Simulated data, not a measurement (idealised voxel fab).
A process module follows: voxel air gaps.
The figure presents cross-section cut, which has a width of 205 nm and is divided into square cells with an edge length of 5 nm.
A cross-section in this document is a grid of square cells, and it is written down as bands, the top band listed before the ones below it; a band is made up of one or more rows of cells.
A band entry consists of two parts. The first gives the height of the band's top and the height of its bottom, in nm. The rest lists the band's materials from left to right, each with its width in nm. A single material labelled with the word "full width" fills the band from edge to edge, and the word "air" marks empty space.
Measure heights from 0. That's the level where, below it, the as-received wafer is all one material. The lowest band is bottomless and extends downward; write it as in "0 and below".
When a width is written as two numbers, as in "30..40", the first number is the width in the top row of cells of the band and the second is the width in its bottom row, and the width changes by the same amount from each row to the next.
"remains unaltered" (step): cross-section cells unchanged, all of them.
Enclosed voids (no open way to top), threshold 8 cells or more, entry "Fully sealed cavities", notation width x height at distance, distance from left edge, nm.
Past the settings on a step's line: simulator remark, on that step.
overlay nm: how far to the right of its planned place the mask lay on this masked step (negative: to the left).
[The process steps that were planned are listed below]
1: RECEIVE with material Si
2: CONFORMAL_DEP with material SiO2, thk nm 15
3: CONFORMAL_DEP with material SiN, thk nm 5
4: DIRECTIONAL_DEP with material lowk, thk nm 40
5: DIRECTIONAL_DEP with material aC, thk nm 15
6: PATTERN with tone open, mask id LINES, material resist, width nm 25, pitch nm 50, thk nm 30, overlay nm 0
7: DIRECTIONAL_ETCH with etch materials aC, depth nm 15
8: STRIP with etch materials resist
9: DIRECTIONAL_ETCH with etch materials lowk, depth nm 40
10: STRIP with etch materials aC
11: CONFORMAL_DEP with material TiN, thk nm 5
12: FILL_DEP with material W, thk nm 10
13: CMP with height nm 60
14: EPI with material Ru, thk nm 10
15: SELECTIVE_ETCH with etch materials lowk, depth nm 50
16: CONFORMAL_DEP with material SiCN, thk nm 5
[Cross-section of the wafer upon arrival, representing the state reached after step 1]
    0 and below  Si full width
    Fully sealed cavities: none
[Module complete - cross-section of the first of two wafers, run according to plan]
    75 down to 70  air (25) | SiCN (155) | air (25)
    70 down to 60  air (25) | SiCN (5) | Ru (45) | SiCN (5) | Ru (45) | SiCN (5) | Ru (45) | SiCN (5) | air (25)
    60 down to 55  air (25) | SiCN (15) | TiN (5) | W (15) | TiN (5) | SiCN (25) | TiN (5) | W (15) | TiN (5) | SiCN (25) | TiN (5) | W (15) | TiN (5) | SiCN (15) | air (25)
    55 down to 25  air (35) | SiCN (5) | TiN (5) | W (15) | TiN (5) | SiCN (5) | air (15) | SiCN (5) | TiN (5) | W (15) | TiN (5) | SiCN (5) | air (15) | SiCN (5) | TiN (5) | W (15) | TiN (5) | SiCN (5) | air (35)
    25 down to 20  SiCN (40) | TiN (25) | SiCN (25) | TiN (25) | SiCN (25) | TiN (25) | SiCN (40)
    20 down to 15  SiN full width
    15 down to 0  SiO2 full width
    0 and below  Si full width
    Fully sealed cavities: 15 x 30 at 70; 15 x 30 at 120
[Cross-sectional view: second of two wafers, end of module; start and plan identical to the first, one mistake in running]
    75 down to 70  air (25) | SiCN (155) | air (25)
    70 down to 60  air (25) | SiCN (5) | Ru (45) | SiCN (5) | Ru (45) | SiCN (5) | Ru (45) | SiCN (5) | air (25)
    60 down to 25  air (25) | SiCN (5) | Ru (10) | TiN (5) | W (15) | TiN (5) | Ru (10) | SiCN (5) | Ru (10) | TiN (5) | W (15) | TiN (5) | Ru (10) | SiCN (5) | Ru (10) | TiN (5) | W (15) | TiN (5) | Ru (10) | SiCN (5) | air (25)
    25 down to 20  SiCN (30) | Ru (10) | TiN (25) | Ru (10) | SiCN (5) | Ru (10) | TiN (25) | Ru (10) | SiCN (5) | Ru (10) | TiN (25) | Ru (10) | SiCN (30)
    20 down to 15  SiN full width
    15 down to 0  SiO2 full width
    0 and below  Si full width
    Fully sealed cavities: none
Error vs. plan: steps 14 and 15 run out of order (swapped)
The second wafer ends with more or fewer cells of some materials than the first, per final count: 96 more of Ru; 36 fewer of SiCN
Final closed voids: first wafer 2, second wafer 0.
